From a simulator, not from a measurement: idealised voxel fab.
Title: Process Module voxel transistor to metal
215 nm wide, 5 nm square cells: that's cross-section cut.
Notation: cross-section as square-cell grid; stated in bands, top first, going down; one or more cell rows per band. Band entry format. Leading values: height of top, height of bottom, nm. Remainder: materials in left-to-right order, each with its width in nm. Special words: "all across" on a single material, which then fills the band edge to edge; "air", empty space. Height datum 0, below which the as-received substrate wafer is one material. Lowest band open at the bottom, running downward: "z 0 and below". A two-number width, for instance "30 to 40", indicates that the width is equal to the first number in the top row of the band and to the second number in the bottom row, and that it changes by a constant amount per row of cells. What does "everything unchanged" mean for a step? It means no cell of the cross-section changed in that step. "Trapped cavities" means: voids of 8 cells or more that are shut off from the top with no open way through. Written width x height at distance, distance from the left edge, in nm. Whatever follows a step's settings on its line is a remark the simulator itself makes about that step. What "overlay nm" on a step's line means: if the step has a mask, that mask lay this far to the right of its planned place, or, when the value is negative, to the left.
Below is the list of planned process steps
| 1 | RECEIVE, material Si |
| 2 | OXIDIZE, depth nm 5 |
| 3 | CONFORMAL_DEP, material SiN, thk nm 10 |
| 4 | DIRECTIONAL_DEP, material aC, thk nm 10 |
| 5 | PATTERN, tone cover, mask id ACTIVE, material resist, width nm 110, thk nm 25, overlay nm 0 |
| 6 | DIRECTIONAL_ETCH, etch materials aC, depth nm 10 |
| 7 | STRIP, etch materials resist |
| 8 | DIRECTIONAL_ETCH, etch materials SiN, depth nm 10 |
| 9 | DIRECTIONAL_ETCH, etch materials SiO2, depth nm 5 |
| 10 | DIRECTIONAL_ETCH, etch materials Si, depth nm 35 |
| 11 | STRIP, etch materials aC |
| 12 | OXIDIZE, depth nm 5 |
| 13 | FILL_DEP, material SiO2, thk nm 10 |
| 14 | CMP, height nm 10 |
| 15 | SELECTIVE_ETCH, etch materials SiO2, depth nm 10 |
| 16 | STRIP, etch materials SiN |
| 17 | SELECTIVE_ETCH, etch materials SiO2, depth nm 5 |
| 18 | OXIDIZE, depth nm 5 |
| 19 | DIRECTIONAL_DEP, material polySi, thk nm 25 |
| 20 | DIRECTIONAL_DEP, material SiCN, thk nm 10 |
| 21 | MASKED_ETCH, tone cover, mask id GATE, width nm 30, etch materials SiCN, depth nm 20, overlay nm 0 |
| 22 | MASKED_ETCH, tone cover, mask id GATE, width nm 30, etch materials polySi, depth nm 35, overlay nm 0 |
| 23 | CONFORMAL_DEP, material SiO2, thk nm 5 |
| 24 | DIRECTIONAL_ETCH, etch materials SiO2, depth nm 5 |
| 25 | CONFORMAL_DEP, material SiN, thk nm 5 |
| 26 | DIRECTIONAL_ETCH, etch materials SiN, depth nm 5 |
| 27 | DIRECTIONAL_ETCH, etch materials SiO2, depth nm 5 |
| 28 | DIRECTIONAL_ETCH, etch materials Si, depth nm 15 |
| 29 | EPI, material SiGe, thk nm 20 |
| 30 | FILL_DEP, material SiO2, thk nm 5 |
| 31 | CMP, height nm 20 |
| 32 | STRIP, etch materials polySi |
| 33 | SELECTIVE_ETCH, etch materials SiO2, depth nm 5 |
| 34 | CONFORMAL_DEP, material HfO2, thk nm 5 |
| 35 | CONFORMAL_DEP, material TiN, thk nm 5 |
| 36 | FILL_DEP, material W, thk nm 10 |
| 37 | CMP, height nm 15 |
| 38 | DIRECTIONAL_DEP, material SiO2, thk nm 10 |
| 39 | PATTERN, tone open, mask id CONTACT, material resist, width nm 15, pitch nm 75, thk nm 15, overlay nm 0 |
| 40 | DIRECTIONAL_ETCH, etch materials SiO2, depth nm 15 |
| 41 | STRIP, etch materials resist |
| 42 | CONFORMAL_DEP, material TiN, thk nm 5 |
| 43 | FILL_DEP, material W, thk nm 10 |
| 44 | CMP, height nm 25 |
| 45 | CONFORMAL_DEP, material SiCN, thk nm 5 |
| 46 | DIRECTIONAL_DEP, material lowk, thk nm 25 |
| 47 | MASKED_ETCH, tone open, mask id METAL_1, width nm 15, pitch nm 75, etch materials lowk, depth nm 25, overlay nm -15 |
| 48 | MASKED_ETCH, tone open, mask id METAL_1, width nm 15, pitch nm 75, etch materials SiCN, depth nm 5, overlay nm 0 |
| 49 | CONFORMAL_DEP, material TiN, thk nm 5 |
| 50 | FILL_DEP, material W, thk nm 10 |
| 51 | CMP, height nm 55 |
| 52 | CONFORMAL_DEP, material SiCN, thk nm 5 |
Keep in mind the plan's value for the overlay nm of step 47 comes from the first wafer; the wafers don't share that setting, but they do share the same starting point.
Here's the first of the wafers in cross-section, just as we got it, i.e. after step 1
> z 0 and below: Si all across
> Trapped cavities: none
Per-wafer rows below. For each material: cells gained (+) or lost (-) since the wafer was received, as of end of module. Then: closed voids
overlay nm -15; +16 HfO2; -277 Si; +86 SiCN; +66 SiGe; +8 SiN; +360 SiO2; +48 TiN; +24 W; +185 lowk; Trapped cavities: none
overlay nm -10; +16 HfO2; -277 Si; +84 SiCN; +66 SiGe; +8 SiN; +360 SiO2; +50 TiN; +24 W; +185 lowk; Trapped cavities: none
overlay nm -5; +16 HfO2; -277 Si; +82 SiCN; +66 SiGe; +8 SiN; +360 SiO2; +52 TiN; +24 W; +185 lowk; Trapped cavities: none
overlay nm 0; +16 HfO2; -277 Si; +80 SiCN; +66 SiGe; +8 SiN; +360 SiO2; +52 TiN; +26 W; +185 lowk; Trapped cavities: none
overlay nm 5; +16 HfO2; -277 Si; +82 SiCN; +66 SiGe; +8 SiN; +360 SiO2; +52 TiN; +24 W; +185 lowk; Trapped cavities: none
overlay nm 10; +16 HfO2; -277 Si; +84 SiCN; +66 SiGe; +8 SiN; +360 SiO2; +50 TiN; +24 W; +185 lowk; Trapped cavities: none
overlay nm 15; +16 HfO2; -277 Si; +86 SiCN; +66 SiGe; +8 SiN; +360 SiO2; +48 TiN; +24 W; +185 lowk; Trapped cavities: none
